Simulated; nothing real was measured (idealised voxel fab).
process module | voxel gate over fins
cross-section cut | 165 nm wide | cells 5 nm
A cross-section is a grid of square cells, given in bands from the top down. A band is one or more rows of cells.
Each band's line starts with the height of the band's top and of its bottom, in nm. Then come its materials from left to right, each with its width in nm. One material with "throughout" fills the band from edge to edge. "air" is empty space.
Height 0 is the level under which the wafer as received is all one material. The lowest band goes on downwards, as in "0 down".
A width such as "30 to 40" changes by the same amount from each row of cells to the next, from the band's top row to its bottom row.
"no change" after a step means that no cell of the cross-section changed.
closed voids: empty space of 8 cells or more with no open way to the top, each as width x height at its distance from the left edge, in nm
after a step's settings: what the simulator itself notes on the step
overlay nm, on a step with a mask: how far to the right of its planned place the mask lay; to the left if negative
plan
1 op RECEIVE | material Si
2 op CONFORMAL_DEP | material SiN | thk nm 10
3 op PATTERN | tone cover | mask id FINS | material resist | width nm 15 | pitch nm 60 | thk nm 20 | overlay nm 0
4 op DIRECTIONAL_ETCH | etch materials SiN | depth nm 10
5 op DIRECTIONAL_ETCH | etch materials Si | depth nm 30
6 op STRIP | etch materials resist
7 op FILL_DEP | material SiO2 | thk nm 10
8 op CMP | height nm 10
9 op DIRECTIONAL_DEP | material aC | thk nm 15
10 op PATTERN | tone open | mask id RAIL | material resist | width nm 15 | thk nm 30 | overlay nm 0
11 op DIRECTIONAL_ETCH | etch materials aC | depth nm 15
12 op STRIP | etch materials resist
13 op DIRECTIONAL_ETCH | etch materials SiO2 | depth nm 35
14 op STRIP | etch materials aC
15 op CONFORMAL_DEP | material TiN | thk nm 5
16 op FILL_DEP | material Ru | thk nm 10
17 op CMP | height nm 10
18 op SELECTIVE_ETCH | etch materials W Ru TiN | depth nm 30
19 op FILL_DEP | material SiO2 | thk nm 5
20 op CMP | height nm 10
21 op SELECTIVE_ETCH | etch materials SiO2 | depth nm 20
22 op STRIP | etch materials SiN
23 op CONFORMAL_DEP | material HfO2 | thk nm 5
24 op CONFORMAL_DEP | material TiN | thk nm 5
25 op FILL_DEP | material W | thk nm 10
26 op CMP | height nm 15
27 op CONFORMAL_DEP | material SiCN | thk nm 5
first wafer, as planned
as received, after step 1
  0 down: Si throughout
  closed voids: none
after step 2
  10 to 0: SiN throughout
  below 0: unchanged
after step 3
  30 to 10: air 45 | resist 15 | air 45 | resist 15 | air 45
  below 10: unchanged
after step 4
  30 to 10: air 45 | resist 15 | air 45 | resist 15 | air 45
  10 to 0: air 45 | SiN 15 | air 45 | SiN 15 | air 45
  below 0: unchanged
after step 5
  30 to 10: air 45 | resist 15 | air 45 | resist 15 | air 45
  10 to 0: air 45 | SiN 15 | air 45 | SiN 15 | air 45
  0 to -30: air 45 | Si 15 | air 45 | Si 15 | air 45
  below -30: unchanged
after step 6
  10 to 0: air 45 | SiN 15 | air 45 | SiN 15 | air 45
  below 0: unchanged
after step 7
  20 to 10: SiO2 throughout
  10 to 0: SiO2 45 | SiN 15 | SiO2 45 | SiN 15 | SiO2 45
  0 to -30: SiO2 45 | Si 15 | SiO2 45 | Si 15 | SiO2 45
  below -30: unchanged
after step 8
  10 to 0: SiO2 45 | SiN 15 | SiO2 45 | SiN 15 | SiO2 45
  below 0: unchanged
after step 9
  25 to 10: aC throughout
  below 10: unchanged
after step 10
  55 to 25: resist 75 | air 15 | resist 75
  below 25: unchanged
after step 11
  40 to 25: resist 75 | air 15 | resist 75
  25 to 10: aC 75 | air 15 | aC 75
  below 10: unchanged
after step 12
  25 to 10: aC 75 | air 15 | aC 75
  below 10: unchanged
after step 13
  25 to 10: aC 75 | air 15 | aC 75
  10 to 0: SiO2 45 | SiN 15 | SiO2 15 | air 15 | SiO2 15 | SiN 15 | SiO2 45
  0 to -25: SiO2 45 | Si 15 | SiO2 15 | air 15 | SiO2 15 | Si 15 | SiO2 45
  below -25: unchanged
after step 14
  10 to 0: SiO2 45 | SiN 15 | SiO2 15 | air 15 | SiO2 15 | SiN 15 | SiO2 45
  below 0: unchanged
after step 15
  15 to 10: TiN 80 | air 5 | TiN 80
  10 to 0: SiO2 45 | SiN 15 | SiO2 15 | TiN 5 | air 5 | TiN 5 | SiO2 15 | SiN 15 | SiO2 45
  0 to -20: SiO2 45 | Si 15 | SiO2 15 | TiN 5 | air 5 | TiN 5 | SiO2 15 | Si 15 | SiO2 45
  -20 to -25: SiO2 45 | Si 15 | SiO2 15 | TiN 15 | SiO2 15 | Si 15 | SiO2 45
  below -25: unchanged
after step 16
  25 to 15: Ru throughout
  15 to 10: TiN 80 | Ru 5 | TiN 80
  10 to 0: SiO2 45 | SiN 15 | SiO2 15 | TiN 5 | Ru 5 | TiN 5 | SiO2 15 | SiN 15 | SiO2 45
  0 to -20: SiO2 45 | Si 15 | SiO2 15 | TiN 5 | Ru 5 | TiN 5 | SiO2 15 | Si 15 | SiO2 45
  below -20: unchanged
after step 17
  10 to 0: SiO2 45 | SiN 15 | SiO2 15 | TiN 5 | Ru 5 | TiN 5 | SiO2 15 | SiN 15 | SiO2 45
  below 0: unchanged
after step 18
  10 to 0: SiO2 45 | SiN 15 | SiO2 15 | air 15 | SiO2 15 | SiN 15 | SiO2 45
  0 to -20: SiO2 45 | Si 15 | SiO2 15 | air 15 | SiO2 15 | Si 15 | SiO2 45
  below -20: unchanged
after step 19
  15 to 10: SiO2 throughout
  10 to 0: SiO2 45 | SiN 15 | SiO2 45 | SiN 15 | SiO2 45
  0 to -20: SiO2 45 | Si 15 | SiO2 45 | Si 15 | SiO2 45
  below -20: unchanged
after step 20
  10 to 0: SiO2 45 | SiN 15 | SiO2 45 | SiN 15 | SiO2 45
  below 0: unchanged
after step 21
  10 to 0: air 45 | SiN 15 | air 45 | SiN 15 | air 45
  0 to -10: air 45 | Si 15 | air 45 | Si 15 | air 45
  below -10: unchanged
after step 22
  0 to -10: air 45 | Si 15 | air 45 | Si 15 | air 45
  below -10: unchanged
after step 23
  5 to 0: air 40 | HfO2 25 | air 35 | HfO2 25 | air 40
  0 to -5: air 40 | HfO2 5 | Si 15 | HfO2 5 | air 35 | HfO2 5 | Si 15 | HfO2 5 | air 40
  -5 to -10: HfO2 45 | Si 15 | HfO2 45 | Si 15 | HfO2 45
  below -10: unchanged
after step 24
  10 to 5: air 35 | TiN 35 | air 25 | TiN 35 | air 35
  5 to 0: air 35 | TiN 5 | HfO2 25 | TiN 5 | air 25 | TiN 5 | HfO2 25 | TiN 5 | air 35
  0 to -5: TiN 40 | HfO2 5 | Si 15 | HfO2 5 | TiN 35 | HfO2 5 | Si 15 | HfO2 5 | TiN 40
  below -5: unchanged
after step 25
  20 to 10: W throughout
  10 to 5: W 35 | TiN 35 | W 25 | TiN 35 | W 35
  5 to 0: W 35 | TiN 5 | HfO2 25 | TiN 5 | W 25 | TiN 5 | HfO2 25 | TiN 5 | W 35
  below 0: unchanged
after step 26
  15 to 10: W throughout
  below 10: unchanged
after step 27
  20 to 15: SiCN throughout
  below 15: unchanged
second wafer: like start, like plan, one mistake. Through step 2 it matches the first wafer
when step 3 should have ended
  30 to 10: resist 45 | air 15 | resist 45 | air 15 | resist 45
  below 10: unchanged
when step 4 should have ended
  30 to 10: resist 45 | air 15 | resist 45 | air 15 | resist 45
  10 to 0: SiN 45 | air 15 | SiN 45 | air 15 | SiN 45
  below 0: unchanged
when step 5 should have ended
  30 to 10: resist 45 | air 15 | resist 45 | air 15 | resist 45
  10 to 0: SiN 45 | air 15 | SiN 45 | air 15 | SiN 45
  0 to -30: Si 45 | air 15 | Si 45 | air 15 | Si 45
  below -30: unchanged
when step 6 should have ended
  10 to 0: SiN 45 | air 15 | SiN 45 | air 15 | SiN 45
  below 0: unchanged
when step 7 should have ended
  20 to 10: SiO2 throughout
  10 to 0: SiN 45 | SiO2 15 | SiN 45 | SiO2 15 | SiN 45
  0 to -30: Si 45 | SiO2 15 | Si 45 | SiO2 15 | Si 45
  below -30: unchanged
when step 8 should have ended
  10 to 0: SiN 45 | SiO2 15 | SiN 45 | SiO2 15 | SiN 45
  below 0: unchanged
when step 9 should have ended
  25 to 10: aC throughout
  below 10: unchanged
when step 10 should have ended
  55 to 25: resist 75 | air 15 | resist 75
  below 25: unchanged
when step 11 should have ended
  40 to 25: resist 75 | air 15 | resist 75
  25 to 10: aC 75 | air 15 | aC 75
  below 10: unchanged
when step 12 should have ended
  25 to 10: aC 75 | air 15 | aC 75
  below 10: unchanged
when step 13 should have ended: no change
when step 14 should have ended
  10 to 0: SiN 45 | SiO2 15 | SiN 45 | SiO2 15 | SiN 45
  below 0: unchanged
when step 15 should have ended
  15 to 10: TiN throughout
  below 10: unchanged
when step 16 should have ended
  25 to 15: Ru throughout
  below 15: unchanged
when step 17 should have ended
  10 to 0: SiN 45 | SiO2 15 | SiN 45 | SiO2 15 | SiN 45
  below 0: unchanged
when step 18 should have ended: no change
when step 19 should have ended
  15 to 10: SiO2 throughout
  below 10: unchanged
when step 20 should have ended
  10 to 0: SiN 45 | SiO2 15 | SiN 45 | SiO2 15 | SiN 45
  below 0: unchanged
when step 21 should have ended
  10 to 0: SiN 45 | air 15 | SiN 45 | air 15 | SiN 45
  0 to -10: Si 45 | air 15 | Si 45 | air 15 | Si 45
  below -10: unchanged
when step 22 should have ended
  0 to -10: Si 45 | air 15 | Si 45 | air 15 | Si 45
  below -10: unchanged
when step 23 should have ended
  5 to 0: HfO2 50 | air 5 | HfO2 55 | air 5 | HfO2 50
  0 to -5: Si 45 | HfO2 5 | air 5 | HfO2 5 | Si 45 | HfO2 5 | air 5 | HfO2 5 | Si 45
  -5 to -10: Si 45 | HfO2 15 | Si 45 | HfO2 15 | Si 45
  below -10: unchanged
when step 24 should have ended
  10 to 5: TiN throughout
  5 to 0: HfO2 50 | TiN 5 | HfO2 55 | TiN 5 | HfO2 50
  0 to -5: Si 45 | HfO2 5 | TiN 5 | HfO2 5 | Si 45 | HfO2 5 | TiN 5 | HfO2 5 | Si 45
  below -5: unchanged
when step 25 should have ended
  20 to 10: W throughout
  below 10: unchanged
when step 26 should have ended
  15 to 10: W throughout
  below 10: unchanged
when step 27 should have ended
  20 to 15: SiCN throughout
  below 15: unchanged
what went wrong: step 3 ran as: op PATTERN | tone open | mask id FINS | material resist | width nm 15 | pitch nm 60 | thk nm 20 | overlay nm 0
at the end the second wafer has, in cells: 126 more of Si | 81 fewer of SiO2 | 7 fewer of TiN | 38 fewer of W
